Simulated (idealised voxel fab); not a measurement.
process module | voxel double patterning
cross-section cut | 295 nm wide | cells 5 nm
A cross-section is a grid of square cells, given in bands from the top down. A band is one or more rows of cells.
Each band's line starts with the height of the band's top and of its bottom, in nm. Then come its materials from left to right, each with its width in nm. One material with "throughout" fills the band from edge to edge. "air" is empty space.
Height 0 is the level under which the wafer as received is all one material. The lowest band goes on downwards, as in "0 down".
A width such as "30 to 40" changes by the same amount from each row of cells to the next, from the band's top row to its bottom row.
"no change" after a step means that no cell of the cross-section changed.
closed voids: empty space of 8 cells or more with no open way to the top, each as width x height at its distance from the left edge, in nm
after a step's settings: what the simulator itself notes on the step
overlay nm, on a step with a mask: how far to the right of its planned place the mask lay; to the left if negative
plan
1 op RECEIVE | material Si
2 op CONFORMAL_DEP | material SiN | thk nm 5
3 op DIRECTIONAL_DEP | material SiO2 | thk nm 15
4 op DIRECTIONAL_DEP | material SiCN | thk nm 10
5 op MASKED_ETCH | tone open | mask id FIRST | width nm 15 | pitch nm 50 | etch materials SiCN | depth nm 10 | overlay nm 0
6 op MASKED_ETCH | tone open | mask id SECOND | width nm 15 | etch materials SiCN | depth nm 10 | overlay nm 0
7 op DIRECTIONAL_ETCH | etch materials SiO2 | depth nm 15
8 op STRIP | etch materials SiCN
first wafer, as planned
as received, after step 1
  0 down: Si throughout
  closed voids: none
after step 2
  5 to 0: SiN throughout
  below 0: unchanged
after step 3
  20 to 5: SiO2 throughout
  below 5: unchanged
after step 4
  30 to 20: SiCN throughout
  below 20: unchanged
after step 5
  30 to 20: SiCN 115 | air 15 | SiCN 35 | air 15 | SiCN 115
  below 20: unchanged
after step 6
  30 to 20: SiCN 115 | air 15 | SiCN 10 | air 15 | SiCN 10 | air 15 | SiCN 115
  below 20: unchanged
after step 7
  30 to 20: SiCN 115 | air 15 | SiCN 10 | air 15 | SiCN 10 | air 15 | SiCN 115
  20 to 5: SiO2 115 | air 15 | SiO2 10 | air 15 | SiO2 10 | air 15 | SiO2 115
  below 5: unchanged
after step 8
  20 to 5: SiO2 115 | air 15 | SiO2 10 | air 15 | SiO2 10 | air 15 | SiO2 115
  below 5: unchanged
second wafer: like start, like plan, one mistake. Through step 2 it matches the first wafer
when step 3 should have ended
  35 to 5: SiO2 throughout
  below 5: unchanged
when step 4 should have ended
  45 to 35: SiCN throughout
  below 35: unchanged
when step 5 should have ended
  45 to 35: SiCN 115 | air 15 | SiCN 35 | air 15 | SiCN 115
  below 35: unchanged
when step 6 should have ended
  45 to 35: SiCN 115 | air 15 | SiCN 10 | air 15 | SiCN 10 | air 15 | SiCN 115
  below 35: unchanged
when step 7 should have ended
  45 to 35: SiCN 115 | air 15 | SiCN 10 | air 15 | SiCN 10 | air 15 | SiCN 115
  35 to 20: SiO2 115 | air 15 | SiO2 10 | air 15 | SiO2 10 | air 15 | SiO2 115
  below 20: unchanged
when step 8 should have ended
  35 to 20: SiO2 115 | air 15 | SiO2 10 | air 15 | SiO2 10 | air 15 | SiO2 115
  below 20: unchanged
what went wrong: step 3 was run twice
at the end the second wafer has, in cells: 177 more of SiO2
